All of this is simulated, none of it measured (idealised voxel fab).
Documented hereafter: the process module known as voxel ribs on slabs.
It is cross-section cut that appears here, measuring 185 nm in width, its square cells being 5 nm in size.
How to read a cross-section here: the picture is a grid of square cells, written as bands going from the top down, and any band can span one or more rows of cells. In this notation a band is specified by the heights of its top and bottom, in that order and in nm, after which its materials appear from left to right, each paired with its width in nm. The word "everywhere" attached to a single material means that material fills the band from edge to edge; the word "blank" stands for empty space. Heights are measured from 0, the level below which the as-received wafer is all one material; the lowest band has no bottom and continues downward, written as in "from 0 down". With a width like "30 to 40", each row of cells in the band differs from the next by the same amount, the top row carrying the first number and the bottom row the second. Step marked "changes: none"? Then no cell in the cross-section changed in it. This entry, "Listed closed voids", enumerates those empty regions of no fewer than 8 cells that possess no open connection to the top. Each region is reported in the form width x height at distance, the distance being taken from the left edge, with all three quantities expressed in nm. It should be noted that, on the line of a given step, the content following the step's settings is a remark produced by the simulator itself with respect to that step. A step line may carry the setting "overlay nm", which, for steps involving a mask, states the distance by which the mask lay to the right of its intended position; negative values denote displacement to the left.

## List of planned process steps
1. RECEIVE (material Si)
2. DIRECTIONAL_DEP (material SiO2; thk nm 30)
3. DIRECTIONAL_DEP (material polySi; thk nm 20)
4. PATTERN (tone cover; mask id RIB; material resist; width nm 25; thk nm 20; overlay nm 0)
5. DIRECTIONAL_ETCH (etch materials polySi; depth nm 15)
6. STRIP (etch materials resist)
7. PATTERN (tone cover; mask id SLAB; material resist; width nm 75; thk nm 20; overlay nm 0)
8. DIRECTIONAL_ETCH (etch materials polySi; depth nm 5)
9. STRIP (etch materials resist)
10. FILL_DEP (material SiO2; thk nm 30)
11. CMP (height nm 70)
12. DIRECTIONAL_DEP (material W; thk nm 10)
13. DIRECTIONAL_DEP (material aC; thk nm 10)
14. PATTERN (tone cover; mask id HEATER; material resist; width nm 35; thk nm 30; overlay nm 0)
15. DIRECTIONAL_ETCH (etch materials aC; depth nm 10)
16. STRIP (etch materials resist)
17. DIRECTIONAL_ETCH (etch materials W; depth nm 10)
18. STRIP (etch materials aC)
19. CONFORMAL_DEP (material SiN; thk nm 5)

## As-received wafer cross-section (after step 1)
  from 0 down  Si everywhere
  Listed closed voids: none

## Post-module cross-section of the first of two wafers (run per plan)
  from 85 to 80  70 of blank  45 of SiN  70 of blank
  from 80 to 75  70 of blank  5 of SiN  35 of W  5 of SiN  70 of blank
  from 75 to 70  75 of SiN  35 of W  75 of SiN
  from 70 to 50  SiO2 everywhere
  from 50 to 35  80 of SiO2  25 of polySi  80 of SiO2
  from 35 to 30  55 of SiO2  75 of polySi  55 of SiO2
  from 30 to 0  SiO2 everywhere
  from 0 down  Si everywhere
  Listed closed voids: none

## Second of two wafers, module complete, sectioned: it shares the first wafer's start and plan but was run with one mistake
  from 85 to 80  70 of blank  45 of SiN  70 of blank
  from 80 to 75  70 of blank  5 of SiN  35 of W  5 of SiN  70 of blank
  from 75 to 70  75 of SiN  35 of W  75 of SiN
  from 70 to 60  80 to 55 of SiO2  25 to 75 of polySi  80 to 55 of SiO2
  from 60 to 0  SiO2 everywhere
  from 0 down  Si everywhere
  Listed closed voids: none
Finding, execution versus plan: step 2 of the plan was performed twice
Final comparison by cell count, materials where the second wafer has more or fewer than the first: 10 more of SiO2 | 10 fewer of polySi
